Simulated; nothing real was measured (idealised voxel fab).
The name of this process module is voxel wiring stack.
Each square cell in cross-section cut measures 5 nm, and the section as a whole is 240 nm wide.
For the purposes of this document, a cross-section shall be understood as a grid of square cells, specified as bands listed in top-to-bottom order, each band consisting of one or more rows of cells. Heights first: top, then bottom, in nm. Then materials, left to right, each with a width in nm. "full width" on a single material: fills the band edge to edge. "empty": empty space. Heights are expressed relative to 0, this being the level below which the as-received wafer comprises one material exclusively. The lowest band is unbounded in the downward direction and is denoted as in "0 -> down". A two-number width, for instance "30..40", indicates that the width is equal to the first number in the top row of the band and to the second number in the bottom row, and that it changes by a constant amount per row of cells. "nothing changed" -> step changed no cross-section cell. Each empty space that has no open way to the top and spans at least 8 cells appears under "Closed void inventory" as width x height at distance, the distance counted from the left edge, all in nm. If you see something after the settings on a step's line, that's the simulator's own remark about that step. The setting "overlay nm" may be written on the line of a step. When the step uses a mask, the value reports how far to the right of the planned place the mask lay, and a negative value reports that it lay to the left.
# So here's the lineup of process steps we planned
1. RECEIVE | material Si
2. CONFORMAL_DEP | material SiO2 | thk nm 15
3. CONFORMAL_DEP | material SiN | thk nm 5
4. DIRECTIONAL_DEP | material SiO2 | thk nm 20
5. MASKED_ETCH | tone open | mask id METAL_1 | width nm 30 | pitch nm 50 | etch materials SiO2 | depth nm 20 | overlay nm 0
6. MASKED_ETCH | tone open | mask id METAL_1 | width nm 30 | pitch nm 50 | etch materials SiN | depth nm 5 | overlay nm 0
7. CONFORMAL_DEP | material TiN | thk nm 5
8. FILL_DEP | material Cu | thk nm 5
9. CMP | height nm 40
10. CONFORMAL_DEP | material SiCN | thk nm 5
11. DIRECTIONAL_DEP | material SiO2 | thk nm 15
12. PATTERN | tone open | mask id PLUG_1 | material resist | width nm 15 | pitch nm 50 | thk nm 15 | overlay nm 0
13. DIRECTIONAL_ETCH | etch materials SiO2 | depth nm 15
14. DIRECTIONAL_ETCH | etch materials SiCN | depth nm 5
15. STRIP | etch materials resist
16. CONFORMAL_DEP | material TiN | thk nm 5
17. FILL_DEP | material Ru | thk nm 5
18. CMP | height nm 60
19. DIRECTIONAL_DEP | material TiN | thk nm 5
20. DIRECTIONAL_DEP | material Ru | thk nm 20
21. DIRECTIONAL_DEP | material aC | thk nm 10
22. PATTERN | tone cover | mask id METAL_2 | material resist | width nm 30 | pitch nm 50 | thk nm 25 | overlay nm 0
23. DIRECTIONAL_ETCH | etch materials aC | depth nm 10
24. STRIP | etch materials resist
25. DIRECTIONAL_ETCH | etch materials Ru | depth nm 20
26. DIRECTIONAL_ETCH | etch materials TiN | depth nm 5
27. STRIP | etch materials aC
28. CONFORMAL_DEP | material SiCN | thk nm 5
29. FILL_DEP | material lowk | thk nm 5
30. CMP | height nm 85
31. CONFORMAL_DEP | material SiCN | thk nm 5
32. DIRECTIONAL_DEP | material SiO2 | thk nm 30
33. PATTERN | tone open | mask id METAL_3_HOLES | material resist | width nm 15 | pitch nm 100 | thk nm 15 | overlay nm 0
34. DIRECTIONAL_ETCH | etch materials SiO2 | depth nm 30
35. STRIP | etch materials resist
36. PATTERN | tone open | mask id METAL_3 | material resist | width nm 30 | pitch nm 50 | thk nm 20 | overlay nm 0
37. DIRECTIONAL_ETCH | etch materials SiO2 | depth nm 20
38. DIRECTIONAL_ETCH | etch materials SiCN | depth nm 5
39. STRIP | etch materials resist
40. CONFORMAL_DEP | material TiN | thk nm 5
41. FILL_DEP | material Cu | thk nm 10
42. CMP | height nm 120
43. CONFORMAL_DEP | material SiCN | thk nm 5
# Cross-section of the wafer as it came to us, i.e., already through step 1
> 0 -> down: Si full width
> Closed void inventory: none
# End state of the module in cross-section, given the above starting point and plan and one mistake in execution
> 125 -> 120: SiCN full width
> 120 -> 105: 30 SiO2, 5 TiN, 20 Cu, 5 TiN, 20 SiO2, 5 TiN, 20 Cu, 5 TiN, 20 SiO2, 5 TiN, 20 Cu, 5 TiN, 20 SiO2, 5 TiN, 20 Cu, 5 TiN, 30 SiO2
> 105 -> 100: 30 SiO2, 5 TiN, 5 Cu, 20 TiN, 20 SiO2, 30 TiN, 20 SiO2, 5 TiN, 5 Cu, 20 TiN, 20 SiO2, 30 TiN, 30 SiO2
> 100 -> 90: 30 SiO2, 5 TiN, 5 Cu, 5 TiN, 85 SiO2, 5 TiN, 5 Cu, 5 TiN, 95 SiO2
> 90 -> 85: 30 SiCN, 15 TiN, 85 SiCN, 15 TiN, 95 SiCN
> 85 -> 65: 25 lowk, 5 SiCN, 30 Ru, 5 SiCN, 10 lowk, 5 SiCN, 30 Ru, 5 SiCN, 10 lowk, 5 SiCN, 30 Ru, 5 SiCN, 10 lowk, 5 SiCN, 30 Ru, 5 SiCN, 25 lowk
> 65 -> 60: 30 SiCN, 30 TiN, 20 SiCN, 30 TiN, 20 SiCN, 30 TiN, 20 SiCN, 30 TiN, 30 SiCN
> 60 -> 45: 30 SiO2, 5 TiN, 5 Ru, 5 TiN, 35 SiO2, 5 TiN, 5 Ru, 5 TiN, 35 SiO2, 5 TiN, 5 Ru, 5 TiN, 35 SiO2, 5 TiN, 5 Ru, 5 TiN, 45 SiO2
> 45 -> 40: 30 SiCN, 15 TiN, 35 SiCN, 15 TiN, 35 SiCN, 15 TiN, 35 SiCN, 15 TiN, 45 SiCN
> 40 -> 25: 30 SiO2, 5 TiN, 20 Cu, 5 TiN, 20 SiO2, 5 TiN, 20 Cu, 5 TiN, 20 SiO2, 5 TiN, 20 Cu, 5 TiN, 20 SiO2, 5 TiN, 20 Cu, 5 TiN, 30 SiO2
> 25 -> 20: 30 SiO2, 30 TiN, 20 SiO2, 30 TiN, 20 SiO2, 30 TiN, 20 SiO2, 30 TiN, 30 SiO2
> 20 -> 15: SiCN full width
> 15 -> 0: SiO2 full width
> 0 -> down: Si full width
> Closed void inventory: none
Diagnosis: so step 3 ended up running with a different setting than we planned, it ran as CONFORMAL_DEP | material SiCN | thk nm 5
